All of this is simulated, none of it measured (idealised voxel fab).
Process module under the name voxel tone inversion
Each square cell in cross-section cut measures 5 nm, and the section as a whole is 200 nm wide.
A cross-section is written here as square cells arranged in a grid, and it is given in bands from the top down, each band taking up one or more rows of cells. This entry defines a band. It first specifies the height of the band's top and the height of its bottom in nm, and then specifies the band's materials from left to right, stating each material with its width in nm. The word "full width" identifies a single material that fills the band from edge to edge, while the word "empty" identifies empty space. Height reference: 0 = level under which incoming wafer is all one material. Lowest band: no bottom, runs on downward, e.g. "0 nm and below". A width such as "30..40" changes by the same amount from each row of cells to the next, from the band's top row to its bottom row. "nothing altered" means the step left every cell of the cross-section as it was. "Enclosed empty spaces": empty spaces of 8 cells or more with no open way to the top, each given as width x height at distance, distance from the left edge, all in nm. Post-settings text on a step line: simulator's own remark regarding the step. When a step includes a mask, the "overlay nm" setting on its line states how far to the right of its planned place that mask lay, and negative values state how far to the left.
Here's what the planned process steps look like
1 RECEIVE,material Si
2 CONFORMAL_DEP,material SiN,thk nm 5
3 DIRECTIONAL_DEP,material aC,thk nm 20
4 PATTERN,tone cover,mask id POSTS,material resist,width nm 20,pitch nm 35,thk nm 30,overlay nm 0
5 DIRECTIONAL_ETCH,etch materials aC,depth nm 20
6 STRIP,etch materials resist
7 FILL_DEP,material SiO2,thk nm 10
8 CMP,height nm 25
9 STRIP,etch materials aC
10 CONFORMAL_DEP,material TiN,thk nm 5
11 FILL_DEP,material W,thk nm 10
12 CMP,height nm 25
13 CONFORMAL_DEP,material SiCN,thk nm 5
Below: the first of two wafers, run as planned
As received (post step 1): cross-section
    0 nm and below | Si full width
    Enclosed empty spaces: none
Upon completion of step 2, the wafer appears in cross-section as shown
    5 nm to 0 nm | SiN full width
    below 0: unchanged
Upon completion of step 3, the wafer appears in cross-section as shown
    25 nm to 5 nm | aC full width
    below 5: unchanged
Upon completion of step 4, the wafer appears in cross-section as shown
    55 nm to 25 nm | 55 empty; 20 resist; 15 empty; 20 resist; 15 empty; 20 resist; 55 empty
    below 25: unchanged
Upon completion of step 5, the wafer appears in cross-section as shown
    35 nm to 25 nm | 55 empty; 20 resist; 15 empty; 20 resist; 15 empty; 20 resist; 55 empty
    25 nm to 5 nm | 55 empty; 20 aC; 15 empty; 20 aC; 15 empty; 20 aC; 55 empty
    below 5: unchanged
Upon completion of step 6, the wafer appears in cross-section as shown
    25 nm to 5 nm | 55 empty; 20 aC; 15 empty; 20 aC; 15 empty; 20 aC; 55 empty
    below 5: unchanged
Upon completion of step 7, the wafer appears in cross-section as shown
    35 nm to 25 nm | SiO2 full width
    25 nm to 5 nm | 55 SiO2; 20 aC; 15 SiO2; 20 aC; 15 SiO2; 20 aC; 55 SiO2
    below 5: unchanged
Upon completion of step 8, the wafer appears in cross-section as shown
    25 nm to 5 nm | 55 SiO2; 20 aC; 15 SiO2; 20 aC; 15 SiO2; 20 aC; 55 SiO2
    below 5: unchanged
Upon completion of step 9, the wafer appears in cross-section as shown
    25 nm to 5 nm | 55 SiO2; 20 empty; 15 SiO2; 20 empty; 15 SiO2; 20 empty; 55 SiO2
    below 5: unchanged
Upon completion of step 10, the wafer appears in cross-section as shown
    30 nm to 25 nm | 60 TiN; 10 empty; 25 TiN; 10 empty; 25 TiN; 10 empty; 60 TiN
    25 nm to 10 nm | 55 SiO2; 5 TiN; 10 empty; 5 TiN; 15 SiO2; 5 TiN; 10 empty; 5 TiN; 15 SiO2; 5 TiN; 10 empty; 5 TiN; 55 SiO2
    10 nm to 5 nm | 55 SiO2; 20 TiN; 15 SiO2; 20 TiN; 15 SiO2; 20 TiN; 55 SiO2
    below 5: unchanged
Upon completion of step 11, the wafer appears in cross-section as shown
    40 nm to 30 nm | W full width
    30 nm to 25 nm | 60 TiN; 10 W; 25 TiN; 10 W; 25 TiN; 10 W; 60 TiN
    25 nm to 10 nm | 55 SiO2; 5 TiN; 10 W; 5 TiN; 15 SiO2; 5 TiN; 10 W; 5 TiN; 15 SiO2; 5 TiN; 10 W; 5 TiN; 55 SiO2
    below 10: unchanged
Upon completion of step 12, the wafer appears in cross-section as shown
    25 nm to 10 nm | 55 SiO2; 5 TiN; 10 W; 5 TiN; 15 SiO2; 5 TiN; 10 W; 5 TiN; 15 SiO2; 5 TiN; 10 W; 5 TiN; 55 SiO2
    below 10: unchanged
Upon completion of step 13, the wafer appears in cross-section as shown
    30 nm to 25 nm | SiCN full width
    below 25: unchanged
Wafer two. Identical start, identical plan. One mistake in execution. Identical history through step 11
Second wafer cross-section, taken as of the time the plan sets for step 12 to be done: nothing altered
Second wafer cross-section, taken as of the time the plan sets for step 13 to be done
    45 nm to 40 nm | SiCN full width
    below 40: unchanged
Against the plan, the run slipped here: the plan's step 12 went unexecuted, having been skipped
The second wafer ends with more or fewer cells of some materials than the first, per final count: 34 more of TiN, 86 more of W
